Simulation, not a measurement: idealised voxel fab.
Documented hereafter: the process module known as voxel self aligned contacts.
The cross-section shown here is cut; it is 210 nm wide and divided into square cells measuring 5 nm on a side.
Bands, listed from the top down, are how a cross-section gets written in this document; the cross-section itself is a grid of square cells, and a band is one or more rows of them.
Each band's line starts with the height of the band's top and of its bottom, in nm. Then come its materials from left to right, each with its width in nm. One material with "everywhere" fills the band from edge to edge. "blank" is empty space.
Height reference: 0 = level under which incoming wafer is all one material. Lowest band: no bottom, runs on downward, e.g. "0 nm and below".
Width: "30..40" (first number = top row, second number = bottom row, same change from row to row of cells).
A step reported as "left unchanged" is a step in which no cell of the cross-section changed.
In "Voids lacking openings" the enclosed voids are listed, meaning empty spaces of 8 cells or larger without any opening to the top. The form is width x height at distance, distance from the left edge, units nm.
Step line, after settings: the simulator's comment on this step.
"overlay nm" denotes, for a step that has a mask, the displacement of the mask to the right of its planned place, with negative values corresponding to the left.
Each pair of cross-sections that follows straddles one process step: the one shows the state before the step, the other the state after it, down to the lowest band that changed and no further. The step in question, and its settings, are given under the pair. Note that a pair is not necessarily a continuation of the pair above it, since pairs can come from different runs of this module on the same starting wafer; it is a continuation only where its entry headed "before" says so.
BEFORE
* 0 nm and below | Si everywhere
* Voids lacking openings: none
STEP RESULT
* 5 nm to 0 nm | SiO2 everywhere
* below 0: unchanged
* Voids lacking openings: none
Step, before to after (see cross-sections above): op CONFORMAL_DEP | material SiO2 | thk nm 5
before: see the after view in the pair directly above.
STEP RESULT
* 25 nm to 5 nm | polySi everywhere
* below 5: unchanged
* Voids lacking openings: none
Step, before to after (see cross-sections above): op DIRECTIONAL_DEP | material polySi | thk nm 20
before: see the after view in the pair directly above.
STEP RESULT
* 40 nm to 25 nm | SiN everywhere
* below 25: unchanged
* Voids lacking openings: none
Step, before to after (see cross-sections above): op DIRECTIONAL_DEP | material SiN | thk nm 15
before: see the after view in the pair directly above.
STEP RESULT
* 55 nm to 40 nm | aC everywhere
* below 40: unchanged
* Voids lacking openings: none
Step, before to after (see cross-sections above): op DIRECTIONAL_DEP | material aC | thk nm 15
before: see the after view in the pair directly above.
STEP RESULT
* 85 nm to 55 nm | blank 60 nm / resist 30 nm / blank 25 nm / resist 30 nm / blank 65 nm
* below 55: unchanged
* Voids lacking openings: none
Step, before to after (see cross-sections above): op PATTERN | tone cover | mask id GATE | material resist | width nm 30 | pitch nm 55 | thk nm 30 | overlay nm 0
before: see the after view in the pair directly above.
STEP RESULT
* 70 nm to 55 nm | blank 60 nm / resist 30 nm / blank 25 nm / resist 30 nm / blank 65 nm
* 55 nm to 40 nm | blank 60 nm / aC 30 nm / blank 25 nm / aC 30 nm / blank 65 nm
* below 40: unchanged
* Voids lacking openings: none
Step, before to after (see cross-sections above): op DIRECTIONAL_ETCH | etch materials aC | depth nm 15
before: see the after view in the pair directly above.
STEP RESULT
* 55 nm to 40 nm | blank 60 nm / aC 30 nm / blank 25 nm / aC 30 nm / blank 65 nm
* below 40: unchanged
* Voids lacking openings: none
Step, before to after (see cross-sections above): op STRIP | etch materials resist
before: see the after view in the pair directly above.
STEP RESULT
* 55 nm to 40 nm | blank 60 nm / aC 30 nm / blank 25 nm / aC 30 nm / blank 65 nm
* 40 nm to 25 nm | blank 60 nm / SiN 30 nm / blank 25 nm / SiN 30 nm / blank 65 nm
* below 25: unchanged
* Voids lacking openings: none
Step, before to after (see cross-sections above): op DIRECTIONAL_ETCH | etch materials SiN | depth nm 15
before: see the after view in the pair directly above.
STEP RESULT
* 55 nm to 40 nm | blank 60 nm / aC 30 nm / blank 25 nm / aC 30 nm / blank 65 nm
* 40 nm to 25 nm | blank 60 nm / SiN 30 nm / blank 25 nm / SiN 30 nm / blank 65 nm
* 25 nm to 5 nm | blank 60 nm / polySi 30 nm / blank 25 nm / polySi 30 nm / blank 65 nm
* below 5: unchanged
* Voids lacking openings: none
Step, before to after (see cross-sections above): op DIRECTIONAL_ETCH | etch materials polySi | depth nm 20
before: see the after view in the pair directly above.
STEP RESULT
* 40 nm to 25 nm | blank 60 nm / SiN 30 nm / blank 25 nm / SiN 30 nm / blank 65 nm
* below 25: unchanged
* Voids lacking openings: none
Step, before to after (see cross-sections above): op STRIP | etch materials aC
before: see the after view in the pair directly above.
STEP RESULT
* 45 nm to 25 nm | blank 55 nm / SiN 40 nm / blank 15 nm / SiN 40 nm / blank 60 nm
* 25 nm to 10 nm | blank 55 nm / SiN 5 nm / polySi 30 nm / SiN 5 nm / blank 15 nm / SiN 5 nm / polySi 30 nm / SiN 5 nm / blank 60 nm
* 10 nm to 5 nm | SiN 60 nm / polySi 30 nm / SiN 25 nm / polySi 30 nm / SiN 65 nm
* below 5: unchanged
* Voids lacking openings: none
Step, before to after (see cross-sections above): op CONFORMAL_DEP | material SiN | thk nm 5
before: see the after view in the pair directly above.
STEP RESULT
* 40 nm to 25 nm | blank 55 nm / SiN 40 nm / blank 15 nm / SiN 40 nm / blank 60 nm
* 25 nm to 5 nm | blank 55 nm / SiN 5 nm / polySi 30 nm / SiN 5 nm / blank 15 nm / SiN 5 nm / polySi 30 nm / SiN 5 nm / blank 60 nm
* below 5: unchanged
* Voids lacking openings: none
Step, before to after (see cross-sections above): op DIRECTIONAL_ETCH | etch materials SiN | depth nm 5
before: see the after view in the pair directly above.
STEP RESULT
* 60 nm to 40 nm | SiO2 everywhere
* 40 nm to 25 nm | SiO2 55 nm / SiN 40 nm / SiO2 15 nm / SiN 40 nm / SiO2 60 nm
* 25 nm to 5 nm | SiO2 55 nm / SiN 5 nm / polySi 30 nm / SiN 5 nm / SiO2 15 nm / SiN 5 nm / polySi 30 nm / SiN 5 nm / SiO2 60 nm
* below 5: unchanged
* Voids lacking openings: none
Step, before to after (see cross-sections above): op FILL_DEP | material SiO2 | thk nm 20
before: see the after view in the pair directly above.
STEP RESULT
* 50 nm to 40 nm | SiO2 everywhere
* below 40: unchanged
* Voids lacking openings: none
Step, before to after (see cross-sections above): op CMP | height nm 50
before: see the after view in the pair directly above.
STEP RESULT
* 60 nm to 50 nm | aC everywhere
* below 50: unchanged
* Voids lacking openings: none
Step, before to after (see cross-sections above): op DIRECTIONAL_DEP | material aC | thk nm 10
before: see the after view in the pair directly above.
STEP RESULT
* 90 nm to 60 nm | resist 85 nm / blank 35 nm / resist 90 nm
* below 60: unchanged
* Voids lacking openings: none
Step, before to after (see cross-sections above): op PATTERN | tone open | mask id CONTACT | material resist | width nm 35 | thk nm 30 | overlay nm 0
before: see the after view in the pair directly above.
STEP RESULT
* 80 nm to 60 nm | resist 85 nm / blank 35 nm / resist 90 nm
* 60 nm to 50 nm | aC 85 nm / blank 35 nm / aC 90 nm
* below 50: unchanged
* Voids lacking openings: none
Step, before to after (see cross-sections above): op DIRECTIONAL_ETCH | etch materials aC | depth nm 10
before: see the after view in the pair directly above.
STEP RESULT
* 60 nm to 50 nm | aC 85 nm / blank 35 nm / aC 90 nm
* below 50: unchanged
* Voids lacking openings: none
Step, before to after (see cross-sections above): op STRIP | etch materials resist
before: see the after view in the pair directly above.
STEP RESULT
* 60 nm to 50 nm | aC 85 nm / blank 35 nm / aC 90 nm
* 50 nm to 40 nm | SiO2 85 nm / blank 35 nm / SiO2 90 nm
* 40 nm to 25 nm | SiO2 55 nm / SiN 40 nm / blank 15 nm / SiN 40 nm / SiO2 60 nm
* 25 nm to 5 nm | SiO2 55 nm / SiN 5 nm / polySi 30 nm / SiN 5 nm / blank 15 nm / SiN 5 nm / polySi 30 nm / SiN 5 nm / SiO2 60 nm
* 5 nm to 0 nm | SiO2 95 nm / blank 15 nm / SiO2 100 nm
* below 0: unchanged
* Voids lacking openings: none
Step, before to after (see cross-sections above): op DIRECTIONAL_ETCH | etch materials SiO2 | depth nm 50
before: see the after view in the pair directly above.
STEP RESULT
* 50 nm to 40 nm | SiO2 85 nm / blank 35 nm / SiO2 90 nm
* below 40: unchanged
* Voids lacking openings: none
Step, before to after (see cross-sections above): op STRIP | etch materials aC
before: see the after view in the pair directly above.
STEP RESULT
* 55 nm to 50 nm | TiN 90 nm / blank 25 nm / TiN 95 nm
* 50 nm to 40 nm | SiO2 85 nm / TiN 5..15 nm / blank 25..5 nm / TiN 5..15 nm / SiO2 90 nm
* 40 nm to 25 nm | SiO2 55 nm / SiN 40 nm / TiN 5 nm / blank 5 nm / TiN 5 nm / SiN 40 nm / SiO2 60 nm
* 25 nm to 5 nm | SiO2 55 nm / SiN 5 nm / polySi 30 nm / SiN 5 nm / TiN 5 nm / blank 5 nm / TiN 5 nm / SiN 5 nm / polySi 30 nm / SiN 5 nm / SiO2 60 nm
* 5 nm to 0 nm | SiO2 95 nm / TiN 15 nm / SiO2 100 nm
* below 0: unchanged
* Voids lacking openings: none
Step, before to after (see cross-sections above): op CONFORMAL_DEP | material TiN | thk nm 5
before: see the after view in the pair directly above.
STEP RESULT
* 65 nm to 55 nm | W everywhere
* 55 nm to 50 nm | TiN 90 nm / W 25 nm / TiN 95 nm
* 50 nm to 40 nm | SiO2 85 nm / TiN 5..15 nm / W 25..5 nm / TiN 5..15 nm / SiO2 90 nm
* 40 nm to 25 nm | SiO2 55 nm / SiN 40 nm / TiN 5 nm / W 5 nm / TiN 5 nm / SiN 40 nm / SiO2 60 nm
* 25 nm to 5 nm | SiO2 55 nm / SiN 5 nm / polySi 30 nm / SiN 5 nm / TiN 5 nm / W 5 nm / TiN 5 nm / SiN 5 nm / polySi 30 nm / SiN 5 nm / SiO2 60 nm
* below 5: unchanged
* Voids lacking openings: none
Step, before to after (see cross-sections above): op FILL_DEP | material W | thk nm 10
before: see the after view in the pair directly above.
STEP RESULT
* 50 nm to 40 nm | SiO2 85 nm / TiN 5..15 nm / W 25..5 nm / TiN 5..15 nm / SiO2 90 nm
* below 40: unchanged
* Voids lacking openings: none
Step, before to after (see cross-sections above): op CMP | height nm 50
before: see the after view in the pair directly above.
STEP RESULT
* 55 nm to 50 nm | SiN everywhere
* below 50: unchanged
* Voids lacking openings: none
Step, before to after (see cross-sections above): op CONFORMAL_DEP | material SiN | thk nm 5
BEFORE
* 40 nm to 25 nm | blank 60 nm / SiN 30 nm / blank 25 nm / SiN 30 nm / blank 65 nm
* 25 nm to 5 nm | blank 60 nm / polySi 30 nm / blank 25 nm / polySi 30 nm / blank 65 nm
* 5 nm to 0 nm | SiO2 everywhere
* 0 nm and below | Si everywhere
* Voids lacking openings: none
STEP RESULT
* 35 nm to 25 nm | blank 60 nm / SiN 30 nm / blank 25 nm / SiN 30 nm / blank 65 nm
* below 25: unchanged
* Voids lacking openings: none
Step, before to after (see cross-sections above): op DIRECTIONAL_ETCH | etch materials SiN | depth nm 5
before: see the after view in the pair directly above.
STEP RESULT
* 55 nm to 35 nm | SiO2 everywhere
* 35 nm to 25 nm | SiO2 60 nm / SiN 30 nm / SiO2 25 nm / SiN 30 nm / SiO2 65 nm
* 25 nm to 5 nm | SiO2 60 nm / polySi 30 nm / SiO2 25 nm / polySi 30 nm / SiO2 65 nm
* below 5: unchanged
* Voids lacking openings: none
Step, before to after (see cross-sections above): op FILL_DEP | material SiO2 | thk nm 20
before: see the after view in the pair directly above.
STEP RESULT
* 50 nm to 35 nm | SiO2 everywhere
* below 35: unchanged
* Voids lacking openings: none
Step, before to after (see cross-sections above): op CMP | height nm 50
before: see the after view in the pair directly above.
STEP RESULT
* 60 nm to 50 nm | aC everywhere
* below 50: unchanged
* Voids lacking openings: none
Step, before to after (see cross-sections above): op DIRECTIONAL_DEP | material aC | thk nm 10
before: see the after view in the pair directly above.
STEP RESULT
* 90 nm to 60 nm | resist 85 nm / blank 35 nm / resist 90 nm
* below 60: unchanged
* Voids lacking openings: none
Step, before to after (see cross-sections above): op PATTERN | tone open | mask id CONTACT | material resist | width nm 35 | thk nm 30 | overlay nm 0
before: see the after view in the pair directly above.
STEP RESULT
* 80 nm to 60 nm | resist 85 nm / blank 35 nm / resist 90 nm
* 60 nm to 50 nm | aC 85 nm / blank 35 nm / aC 90 nm
* below 50: unchanged
* Voids lacking openings: none
Step, before to after (see cross-sections above): op DIRECTIONAL_ETCH | etch materials aC | depth nm 10
before: see the after view in the pair directly above.
STEP RESULT
* 60 nm to 50 nm | aC 85 nm / blank 35 nm / aC 90 nm
* below 50: unchanged
* Voids lacking openings: none
Step, before to after (see cross-sections above): op STRIP | etch materials resist
before: see the after view in the pair directly above.
STEP RESULT
* 60 nm to 50 nm | aC 85 nm / blank 35 nm / aC 90 nm
* 50 nm to 35 nm | SiO2 85 nm / blank 35 nm / SiO2 90 nm
* 35 nm to 25 nm | SiO2 60 nm / SiN 30 nm / blank 25 nm / SiN 30 nm / SiO2 65 nm
* 25 nm to 5 nm | SiO2 60 nm / polySi 30 nm / blank 25 nm / polySi 30 nm / SiO2 65 nm
* 5 nm to 0 nm | SiO2 90 nm / blank 25 nm / SiO2 95 nm
* below 0: unchanged
* Voids lacking openings: none
Step, before to after (see cross-sections above): op DIRECTIONAL_ETCH | etch materials SiO2 | depth nm 50
before: see the after view in the pair directly above.
STEP RESULT
* 50 nm to 35 nm | SiO2 85 nm / blank 35 nm / SiO2 90 nm
* below 35: unchanged
* Voids lacking openings: none
Step, before to after (see cross-sections above): op STRIP | etch materials aC
before: see the after view in the pair directly above.
STEP RESULT
* 55 nm to 50 nm | TiN 90 nm / blank 25 nm / TiN 95 nm
* 50 nm to 40 nm | SiO2 85 nm / TiN 5 nm / blank 25 nm / TiN 5 nm / SiO2 90 nm
* 40 nm to 35 nm | SiO2 85 nm / TiN 10 nm / blank 15 nm / TiN 10 nm / SiO2 90 nm
* 35 nm to 25 nm | SiO2 60 nm / SiN 30 nm / TiN 5 nm / blank 15 nm / TiN 5 nm / SiN 30 nm / SiO2 65 nm
* 25 nm to 5 nm | SiO2 60 nm / polySi 30 nm / TiN 5 nm / blank 15 nm / TiN 5 nm / polySi 30 nm / SiO2 65 nm
* 5 nm to 0 nm | SiO2 90 nm / TiN 25 nm / SiO2 95 nm
* below 0: unchanged
* Voids lacking openings: none
Step, before to after (see cross-sections above): op CONFORMAL_DEP | material TiN | thk nm 5
before: see the after view in the pair directly above.
STEP RESULT
* 65 nm to 55 nm | W everywhere
* 55 nm to 50 nm | TiN 90 nm / W 25 nm / TiN 95 nm
* 50 nm to 40 nm | SiO2 85 nm / TiN 5 nm / W 25 nm / TiN 5 nm / SiO2 90 nm
* 40 nm to 35 nm | SiO2 85 nm / TiN 10 nm / W 15 nm / TiN 10 nm / SiO2 90 nm
* 35 nm to 25 nm | SiO2 60 nm / SiN 30 nm / TiN 5 nm / W 15 nm / TiN 5 nm / SiN 30 nm / SiO2 65 nm
* 25 nm to 5 nm | SiO2 60 nm / polySi 30 nm / TiN 5 nm / W 15 nm / TiN 5 nm / polySi 30 nm / SiO2 65 nm
* below 5: unchanged
* Voids lacking openings: none
Step, before to after (see cross-sections above): op FILL_DEP | material W | thk nm 10
before: see the after view in the pair directly above.
STEP RESULT
* 50 nm to 40 nm | SiO2 85 nm / TiN 5 nm / W 25 nm / TiN 5 nm / SiO2 90 nm
* below 40: unchanged
* Voids lacking openings: none
Step, before to after (see cross-sections above): op CMP | height nm 50
before: see the after view in the pair directly above.
STEP RESULT
* 55 nm to 50 nm | SiN everywhere
* below 50: unchanged
* Voids lacking openings: none
Step, before to after (see cross-sections above): op CONFORMAL_DEP | material SiN | thk nm 5
BEFORE
* 25 nm to 5 nm | polySi everywhere
* 5 nm to 0 nm | SiO2 everywhere
* 0 nm and below | Si everywhere
* Voids lacking openings: none
STEP RESULT
* 45 nm to 5 nm | polySi everywhere
* below 5: unchanged
* Voids lacking openings: none
Step, before to after (see cross-sections above): op DIRECTIONAL_DEP | material polySi | thk nm 20
before: see the after view in the pair directly above.
STEP RESULT
* 60 nm to 45 nm | SiN everywhere
* below 45: unchanged
* Voids lacking openings: none
Step, before to after (see cross-sections above): op DIRECTIONAL_DEP | material SiN | thk nm 15
before: see the after view in the pair directly above.
STEP RESULT
* 75 nm to 60 nm | aC everywhere
* below 60: unchanged
* Voids lacking openings: none
Step, before to after (see cross-sections above): op DIRECTIONAL_DEP | material aC | thk nm 15
before: see the after view in the pair directly above.
STEP RESULT
* 105 nm to 75 nm | blank 60 nm / resist 30 nm / blank 25 nm / resist 30 nm / blank 65 nm
* below 75: unchanged
* Voids lacking openings: none
Step, before to after (see cross-sections above): op PATTERN | tone cover | mask id GATE | material resist | width nm 30 | pitch nm 55 | thk nm 30 | overlay nm 0
before: see the after view in the pair directly above.
STEP RESULT
* 90 nm to 75 nm | blank 60 nm / resist 30 nm / blank 25 nm / resist 30 nm / blank 65 nm
* 75 nm to 60 nm | blank 60 nm / aC 30 nm / blank 25 nm / aC 30 nm / blank 65 nm
* below 60: unchanged
* Voids lacking openings: none
Step, before to after (see cross-sections above): op DIRECTIONAL_ETCH | etch materials aC | depth nm 15
before: see the after view in the pair directly above.
STEP RESULT
* 75 nm to 60 nm | blank 60 nm / aC 30 nm / blank 25 nm / aC 30 nm / blank 65 nm
* below 60: unchanged
* Voids lacking openings: none
Step, before to after (see cross-sections above): op STRIP | etch materials resist
before: see the after view in the pair directly above.
STEP RESULT
* 75 nm to 60 nm | blank 60 nm / aC 30 nm / blank 25 nm / aC 30 nm / blank 65 nm
* 60 nm to 45 nm | blank 60 nm / SiN 30 nm / blank 25 nm / SiN 30 nm / blank 65 nm
* below 45: unchanged
* Voids lacking openings: none
Step, before to after (see cross-sections above): op DIRECTIONAL_ETCH | etch materials SiN | depth nm 15
before: see the after view in the pair directly above.
STEP RESULT
* 75 nm to 60 nm | blank 60 nm / aC 30 nm / blank 25 nm / aC 30 nm / blank 65 nm
* 60 nm to 45 nm | blank 60 nm / SiN 30 nm / blank 25 nm / SiN 30 nm / blank 65 nm
* 45 nm to 25 nm | blank 60 nm / polySi 30 nm / blank 25 nm / polySi 30 nm / blank 65 nm
* below 25: unchanged
* Voids lacking openings: none
Step, before to after (see cross-sections above): op DIRECTIONAL_ETCH | etch materials polySi | depth nm 20
before: see the after view in the pair directly above.
STEP RESULT
* 60 nm to 45 nm | blank 60 nm / SiN 30 nm / blank 25 nm / SiN 30 nm / blank 65 nm
* below 45: unchanged
* Voids lacking openings: none
Step, before to after (see cross-sections above): op STRIP | etch materials aC
before: see the after view in the pair directly above.
STEP RESULT
* 65 nm to 45 nm | blank 55 nm / SiN 40 nm / blank 15 nm / SiN 40 nm / blank 60 nm
* 45 nm to 30 nm | blank 55 nm / SiN 5 nm / polySi 30 nm / SiN 5 nm / blank 15 nm / SiN 5 nm / polySi 30 nm / SiN 5 nm / blank 60 nm
* 30 nm to 25 nm | SiN 60 nm / polySi 30 nm / SiN 25 nm / polySi 30 nm / SiN 65 nm
* below 25: unchanged
* Voids lacking openings: none
Step, before to after (see cross-sections above): op CONFORMAL_DEP | material SiN | thk nm 5
before: see the after view in the pair directly above.
STEP RESULT
* 60 nm to 45 nm | blank 55 nm / SiN 40 nm / blank 15 nm / SiN 40 nm / blank 60 nm
* 45 nm to 25 nm | blank 55 nm / SiN 5 nm / polySi 30 nm / SiN 5 nm / blank 15 nm / SiN 5 nm / polySi 30 nm / SiN 5 nm / blank 60 nm
* below 25: unchanged
* Voids lacking openings: none
Step, before to after (see cross-sections above): op DIRECTIONAL_ETCH | etch materials SiN | depth nm 5
before: see the after view in the pair directly above.
STEP RESULT
* 80 nm to 60 nm | SiO2 everywhere
* 60 nm to 45 nm | SiO2 55 nm / SiN 40 nm / SiO2 15 nm / SiN 40 nm / SiO2 60 nm
* 45 nm to 25 nm | SiO2 55 nm / SiN 5 nm / polySi 30 nm / SiN 5 nm / SiO2 15 nm / SiN 5 nm / polySi 30 nm / SiN 5 nm / SiO2 60 nm
* below 25: unchanged
* Voids lacking openings: none
Step, before to after (see cross-sections above): op FILL_DEP | material SiO2 | thk nm 20
before: see the after view in the pair directly above.
STEP RESULT
* 50 nm to 45 nm | SiO2 55 nm / SiN 40 nm / SiO2 15 nm / SiN 40 nm / SiO2 60 nm
* below 45: unchanged
* Voids lacking openings: none
Step, before to after (see cross-sections above): op CMP | height nm 50
before: see the after view in the pair directly above.
STEP RESULT
* 60 nm to 50 nm | aC everywhere
* below 50: unchanged
* Voids lacking openings: none
Step, before to after (see cross-sections above): op DIRECTIONAL_DEP | material aC | thk nm 10
before: see the after view in the pair directly above.
STEP RESULT
* 90 nm to 60 nm | resist 85 nm / blank 35 nm / resist 90 nm
* below 60: unchanged
* Voids lacking openings: none
Step, before to after (see cross-sections above): op PATTERN | tone open | mask id CONTACT | material resist | width nm 35 | thk nm 30 | overlay nm 0
before: see the after view in the pair directly above.
STEP RESULT
* 80 nm to 60 nm | resist 85 nm / blank 35 nm / resist 90 nm
* 60 nm to 50 nm | aC 85 nm / blank 35 nm / aC 90 nm
* below 50: unchanged
* Voids lacking openings: none
Step, before to after (see cross-sections above): op DIRECTIONAL_ETCH | etch materials aC | depth nm 10
before: see the after view in the pair directly above.
STEP RESULT
* 60 nm to 50 nm | aC 85 nm / blank 35 nm / aC 90 nm
* below 50: unchanged
* Voids lacking openings: none
Step, before to after (see cross-sections above): op STRIP | etch materials resist
before: see the after view in the pair directly above.
STEP RESULT
* 60 nm to 50 nm | aC 85 nm / blank 35 nm / aC 90 nm
* 50 nm to 45 nm | SiO2 55 nm / SiN 40 nm / blank 15 nm / SiN 40 nm / SiO2 60 nm
* 45 nm to 25 nm | SiO2 55 nm / SiN 5 nm / polySi 30 nm / SiN 5 nm / blank 15 nm / SiN 5 nm / polySi 30 nm / SiN 5 nm / SiO2 60 nm
* below 25: unchanged
* Voids lacking openings: none
Step, before to after (see cross-sections above): op DIRECTIONAL_ETCH | etch materials SiO2 | depth nm 50
before: see the after view in the pair directly above.
STEP RESULT
* 50 nm to 45 nm | SiO2 55 nm / SiN 40 nm / blank 15 nm / SiN 40 nm / SiO2 60 nm
* below 45: unchanged
* Voids lacking openings: none
Step, before to after (see cross-sections above): op STRIP | etch materials aC
before: see the after view in the pair directly above.
STEP RESULT
* 55 nm to 50 nm | TiN 100 nm / blank 5 nm / TiN 105 nm
* 50 nm to 45 nm | SiO2 55 nm / SiN 40 nm / TiN 5 nm / blank 5 nm / TiN 5 nm / SiN 40 nm / SiO2 60 nm
* 45 nm to 30 nm | SiO2 55 nm / SiN 5 nm / polySi 30 nm / SiN 5 nm / TiN 5 nm / blank 5 nm / TiN 5 nm / SiN 5 nm / polySi 30 nm / SiN 5 nm / SiO2 60 nm
* 30 nm to 25 nm | SiO2 55 nm / SiN 5 nm / polySi 30 nm / SiN 5 nm / TiN 15 nm / SiN 5 nm / polySi 30 nm / SiN 5 nm / SiO2 60 nm
* below 25: unchanged
* Voids lacking openings: none
Step, before to after (see cross-sections above): op CONFORMAL_DEP | material TiN | thk nm 5
before: see the after view in the pair directly above.
STEP RESULT
* 65 nm to 55 nm | W everywhere
* 55 nm to 50 nm | TiN 100 nm / W 5 nm / TiN 105 nm
* 50 nm to 45 nm | SiO2 55 nm / SiN 40 nm / TiN 5 nm / W 5 nm / TiN 5 nm / SiN 40 nm / SiO2 60 nm
* 45 nm to 30 nm | SiO2 55 nm / SiN 5 nm / polySi 30 nm / SiN 5 nm / TiN 5 nm / W 5 nm / TiN 5 nm / SiN 5 nm / polySi 30 nm / SiN 5 nm / SiO2 60 nm
* below 30: unchanged
* Voids lacking openings: none
Step, before to after (see cross-sections above): op FILL_DEP | material W | thk nm 10
before: see the after view in the pair directly above.
STEP RESULT
* 50 nm to 45 nm | SiO2 55 nm / SiN 40 nm / TiN 5 nm / W 5 nm / TiN 5 nm / SiN 40 nm / SiO2 60 nm
* below 45: unchanged
* Voids lacking openings: none
Step, before to after (see cross-sections above): op CMP | height nm 50
before: see the after view in the pair directly above.
STEP RESULT
* 55 nm to 50 nm | SiN everywhere
* below 50: unchanged
* Voids lacking openings: none
Step, before to after (see cross-sections above): op CONFORMAL_DEP | material SiN | thk nm 5
BEFORE
* 0 nm and below | Si everywhere
* Voids lacking openings: none
STEP RESULT
* 20 nm to 0 nm | polySi everywhere
* below 0: unchanged
* Voids lacking openings: none
Step, before to after (see cross-sections above): op DIRECTIONAL_DEP | material polySi | thk nm 20
before: see the after view in the pair directly above.
STEP RESULT
* 25 nm to 20 nm | SiO2 everywhere
* below 20: unchanged
* Voids lacking openings: none
Step, before to after (see cross-sections above): op CONFORMAL_DEP | material SiO2 | thk nm 5
before: see the after view in the pair directly above.
STEP RESULT
* 40 nm to 25 nm | SiN everywhere
* below 25: unchanged
* Voids lacking openings: none
Step, before to after (see cross-sections above): op DIRECTIONAL_DEP | material SiN | thk nm 15
before: see the after view in the pair directly above.
STEP RESULT
* 55 nm to 40 nm | aC everywhere
* below 40: unchanged
* Voids lacking openings: none
Step, before to after (see cross-sections above): op DIRECTIONAL_DEP | material aC | thk nm 15
before: see the after view in the pair directly above.
STEP RESULT
* 85 nm to 55 nm | blank 60 nm / resist 30 nm / blank 25 nm / resist 30 nm / blank 65 nm
* below 55: unchanged
* Voids lacking openings: none
Step, before to after (see cross-sections above): op PATTERN | tone cover | mask id GATE | material resist | width nm 30 | pitch nm 55 | thk nm 30 | overlay nm 0
before: see the after view in the pair directly above.
STEP RESULT
* 70 nm to 55 nm | blank 60 nm / resist 30 nm / blank 25 nm / resist 30 nm / blank 65 nm
* 55 nm to 40 nm | blank 60 nm / aC 30 nm / blank 25 nm / aC 30 nm / blank 65 nm
* below 40: unchanged
* Voids lacking openings: none
Step, before to after (see cross-sections above): op DIRECTIONAL_ETCH | etch materials aC | depth nm 15
before: see the after view in the pair directly above.
STEP RESULT
* 55 nm to 40 nm | blank 60 nm / aC 30 nm / blank 25 nm / aC 30 nm / blank 65 nm
* below 40: unchanged
* Voids lacking openings: none
Step, before to after (see cross-sections above): op STRIP | etch materials resist
before: see the after view in the pair directly above.
STEP RESULT
* 55 nm to 40 nm | blank 60 nm / aC 30 nm / blank 25 nm / aC 30 nm / blank 65 nm
* 40 nm to 25 nm | blank 60 nm / SiN 30 nm / blank 25 nm / SiN 30 nm / blank 65 nm
* below 25: unchanged
* Voids lacking openings: none
Step, before to after (see cross-sections above): op DIRECTIONAL_ETCH | etch materials SiN | depth nm 15
before: see the after view in the pair directly above.
STEP RESULT
* 40 nm to 25 nm | blank 60 nm / SiN 30 nm / blank 25 nm / SiN 30 nm / blank 65 nm
* below 25: unchanged
* Voids lacking openings: none
Step, before to after (see cross-sections above): op STRIP | etch materials aC
before: see the after view in the pair directly above.
STEP RESULT
* 45 nm to 30 nm | blank 55 nm / SiN 40 nm / blank 15 nm / SiN 40 nm / blank 60 nm
* 30 nm to 25 nm | SiN everywhere
* below 25: unchanged
* Voids lacking openings: none
Step, before to after (see cross-sections above): op CONFORMAL_DEP | material SiN | thk nm 5
before: see the after view in the pair directly above.
STEP RESULT
* 40 nm to 25 nm | blank 55 nm / SiN 40 nm / blank 15 nm / SiN 40 nm / blank 60 nm
* below 25: unchanged
* Voids lacking openings: none
Step, before to after (see cross-sections above): op DIRECTIONAL_ETCH | etch materials SiN | depth nm 5
before: see the after view in the pair directly above.
STEP RESULT
* 60 nm to 40 nm | SiO2 everywhere
* 40 nm to 25 nm | SiO2 55 nm / SiN 40 nm / SiO2 15 nm / SiN 40 nm / SiO2 60 nm
* below 25: unchanged
* Voids lacking openings: none
Step, before to after (see cross-sections above): op FILL_DEP | material SiO2 | thk nm 20
before: see the after view in the pair directly above.
STEP RESULT
* 50 nm to 40 nm | SiO2 everywhere
* below 40: unchanged
* Voids lacking openings: none
Step, before to after (see cross-sections above): op CMP | height nm 50
before: see the after view in the pair directly above.
STEP RESULT
* 60 nm to 50 nm | aC everywhere
* below 50: unchanged
* Voids lacking openings: none
Step, before to after (see cross-sections above): op DIRECTIONAL_DEP | material aC | thk nm 10
before: see the after view in the pair directly above.
STEP RESULT
* 90 nm to 60 nm | resist 85 nm / blank 35 nm / resist 90 nm
* below 60: unchanged
* Voids lacking openings: none
Step, before to after (see cross-sections above): op PATTERN | tone open | mask id CONTACT | material resist | width nm 35 | thk nm 30 | overlay nm 0
before: see the after view in the pair directly above.
STEP RESULT
* 80 nm to 60 nm | resist 85 nm / blank 35 nm / resist 90 nm
* 60 nm to 50 nm | aC 85 nm / blank 35 nm / aC 90 nm
* below 50: unchanged
* Voids lacking openings: none
Step, before to after (see cross-sections above): op DIRECTIONAL_ETCH | etch materials aC | depth nm 10
before: see the after view in the pair directly above.
STEP RESULT
* 60 nm to 50 nm | aC 85 nm / blank 35 nm / aC 90 nm
* below 50: unchanged
* Voids lacking openings: none
Step, before to after (see cross-sections above): op STRIP | etch materials resist
before: see the after view in the pair directly above.
STEP RESULT
* 60 nm to 50 nm | aC 85 nm / blank 35 nm / aC 90 nm
* 50 nm to 40 nm | SiO2 85 nm / blank 35 nm / SiO2 90 nm
* 40 nm to 25 nm | SiO2 55 nm / SiN 40 nm / blank 15 nm / SiN 40 nm / SiO2 60 nm
* 25 nm to 20 nm | SiO2 95 nm / blank 15 nm / SiO2 100 nm
* below 20: unchanged
* Voids lacking openings: none
Step, before to after (see cross-sections above): op DIRECTIONAL_ETCH | etch materials SiO2 | depth nm 50
before: see the after view in the pair directly above.
STEP RESULT
* 50 nm to 40 nm | SiO2 85 nm / blank 35 nm / SiO2 90 nm
* below 40: unchanged
* Voids lacking openings: none
Step, before to after (see cross-sections above): op STRIP | etch materials aC
before: see the after view in the pair directly above.
STEP RESULT
* 55 nm to 50 nm | TiN 90 nm / blank 25 nm / TiN 95 nm
* 50 nm to 40 nm | SiO2 85 nm / TiN 5..15 nm / blank 25..5 nm / TiN 5..15 nm / SiO2 90 nm
* 40 nm to 25 nm | SiO2 55 nm / SiN 40 nm / TiN 5 nm / blank 5 nm / TiN 5 nm / SiN 40 nm / SiO2 60 nm
* 25 nm to 20 nm | SiO2 95 nm / TiN 15 nm / SiO2 100 nm
* below 20: unchanged
* Voids lacking openings: none
Step, before to after (see cross-sections above): op CONFORMAL_DEP | material TiN | thk nm 5
